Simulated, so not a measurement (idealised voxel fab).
process module | voxel fin reveal
cross-section cut | 220 nm wide | cells 5 nm
A cross-section is a grid of square cells, given in bands from the top down. A band is one or more rows of cells.
Each band's line starts with the height of the band's top and of its bottom, in nm. Then come its materials from left to right, each with its width in nm. One material with "throughout" fills the band from edge to edge. "air" is empty space.
Height 0 is the level under which the wafer as received is all one material. The lowest band goes on downwards, as in "0 down".
A width such as "30 to 40" changes by the same amount from each row of cells to the next, from the band's top row to its bottom row.
"no change" after a step means that no cell of the cross-section changed.
closed voids: empty space of 8 cells or more with no open way to the top, each as width x height at its distance from the left edge, in nm
after a step's settings: what the simulator itself notes on the step
overlay nm, on a step with a mask: how far to the right of its planned place the mask lay; to the left if negative
plan
1 op RECEIVE | material Si
2 op CONFORMAL_DEP | material SiN | thk nm 10
3 op MASKED_ETCH | tone cover | mask id FINS | width nm 15 | pitch nm 45 | etch materials SiN | depth nm 10 | overlay nm 0
4 op MASKED_ETCH | tone cover | mask id FINS | width nm 15 | pitch nm 45 | etch materials Si | depth nm 35 | overlay nm 0
5 op OXIDIZE | depth nm 5
6 op FILL_DEP | material SiO2 | thk nm 10
7 op CMP | height nm 10
8 op SELECTIVE_ETCH | etch materials SiO2 | depth nm 35
9 op STRIP | etch materials SiN
first wafer, as planned
as received, after step 1
  0 down: Si throughout
  closed voids: none
after step 2
  10 to 0: SiN throughout
  below 0: unchanged
after step 3
  10 to 0: air 80 | SiN 15 | air 30 | SiN 15 | air 80
  below 0: unchanged
after step 4
  10 to 0: air 80 | SiN 15 | air 30 | SiN 15 | air 80
  0 to -35: air 80 | Si 15 | air 30 | Si 15 | air 80
  below -35: unchanged
after step 5
  10 to 0: air 80 | SiN 15 | air 30 | SiN 15 | air 80
  0 to -35: air 80 | SiO2 5 | Si 5 | SiO2 5 | air 30 | SiO2 5 | Si 5 | SiO2 5 | air 80
  -35 to -40: SiO2 85 | Si 5 | SiO2 40 | Si 5 | SiO2 85
  below -40: unchanged
after step 6
  20 to 10: SiO2 throughout
  10 to 0: SiO2 80 | SiN 15 | SiO2 30 | SiN 15 | SiO2 80
  0 to -40: SiO2 85 | Si 5 | SiO2 40 | Si 5 | SiO2 85
  below -40: unchanged
after step 7
  10 to 0: SiO2 80 | SiN 15 | SiO2 30 | SiN 15 | SiO2 80
  below 0: unchanged
after step 8
  10 to 0: air 80 | SiN 15 | air 30 | SiN 15 | air 80
  0 to -25: air 85 | Si 5 | air 40 | Si 5 | air 85
  below -25: unchanged
after step 9
  0 to -25: air 85 | Si 5 | air 40 | Si 5 | air 85
  below -25: unchanged
second wafer: like start, like plan, one mistake. Through step 2 it matches the first wafer
when step 3 should have ended
  10 to 0: air 80 | SiN 20 | air 25 | SiN 20 | air 75
  below 0: unchanged
when step 4 should have ended
  10 to 0: air 80 | SiN 20 | air 25 | SiN 20 | air 75
  0 to -35: air 80 | Si 20 | air 25 | Si 20 | air 75
  below -35: unchanged
when step 5 should have ended
  10 to 0: air 80 | SiN 20 | air 25 | SiN 20 | air 75
  0 to -35: air 80 | SiO2 5 | Si 10 | SiO2 5 | air 25 | SiO2 5 | Si 10 | SiO2 5 | air 75
  -35 to -40: SiO2 85 | Si 10 | SiO2 35 | Si 10 | SiO2 80
  below -40: unchanged
when step 6 should have ended
  20 to 10: SiO2 throughout
  10 to 0: SiO2 80 | SiN 20 | SiO2 25 | SiN 20 | SiO2 75
  0 to -40: SiO2 85 | Si 10 | SiO2 35 | Si 10 | SiO2 80
  below -40: unchanged
when step 7 should have ended
  10 to 0: SiO2 80 | SiN 20 | SiO2 25 | SiN 20 | SiO2 75
  below 0: unchanged
when step 8 should have ended
  10 to 0: air 80 | SiN 20 | air 25 | SiN 20 | air 75
  0 to -25: air 85 | Si 10 | air 35 | Si 10 | air 80
  below -25: unchanged
when step 9 should have ended
  0 to -25: air 85 | Si 10 | air 35 | Si 10 | air 80
  below -25: unchanged
what went wrong: step 3 ran as: op MASKED_ETCH | tone cover | mask id FINS | width nm 20 | pitch nm 45 | etch materials SiN | depth nm 10 | overlay nm 0
at the end the second wafer has, in cells: 16 more of Si | 6 fewer of SiO2
